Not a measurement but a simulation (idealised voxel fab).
process module | voxel released beams
cross-section cut | 235 nm wide | cells 5 nm
A cross-section is a grid of square cells, given in bands from the top down. A band is one or more rows of cells.
Each band's line starts with the height of the band's top and of its bottom, in nm. Then come its materials from left to right, each with its width in nm. One material with "throughout" fills the band from edge to edge. "air" is empty space.
Height 0 is the level under which the wafer as received is all one material. The lowest band goes on downwards, as in "0 down".
A width such as "30 to 40" changes by the same amount from each row of cells to the next, from the band's top row to its bottom row.
"no change" after a step means that no cell of the cross-section changed.
closed voids: empty space of 8 cells or more with no open way to the top, each as width x height at its distance from the left edge, in nm
after a step's settings: what the simulator itself notes on the step
overlay nm, on a step with a mask: how far to the right of its planned place the mask lay; to the left if negative
plan
1 op RECEIVE | material Si
2 op CONFORMAL_DEP | material SiN | thk nm 10
3 op DIRECTIONAL_DEP | material SiO2 | thk nm 15
4 op DIRECTIONAL_DEP | material aC | thk nm 10
5 op PATTERN | tone open | mask id ANCHOR | material resist | width nm 35 | thk nm 25 | overlay nm 0
6 op DIRECTIONAL_ETCH | etch materials aC | depth nm 10
7 op STRIP | etch materials resist
8 op DIRECTIONAL_ETCH | etch materials SiO2 | depth nm 15
9 op STRIP | etch materials aC
10 op CONFORMAL_DEP | material TiN | thk nm 10
11 op DIRECTIONAL_DEP | material aC | thk nm 15
12 op PATTERN | tone cover | mask id BEAM | material resist | width nm 90 | thk nm 30 | overlay nm 0
13 op DIRECTIONAL_ETCH | etch materials aC | depth nm 15
14 op STRIP | etch materials resist
15 op DIRECTIONAL_ETCH | etch materials TiN | depth nm 10
16 op STRIP | etch materials aC
17 op STRIP | etch materials SiO2
as received, after step 1
  0 down: Si throughout
  closed voids: none
a wafer at the end: this start, this plan, one mistake
  35 to 25: air 70 | TiN 50 | air 115
  25 to 20: air 65 | TiN 10 | SiO2 35 | TiN 10 | air 115
  20 to 10: air 65 | TiN 10 | SiO2 35 | TiN 50 | air 75
  10 to 0: SiN throughout
  0 down: Si throughout
  closed voids: none
what went wrong: step 5 ran as: op PATTERN | tone cover | mask id ANCHOR | material resist | width nm 35 | thk nm 25 | overlay nm 0
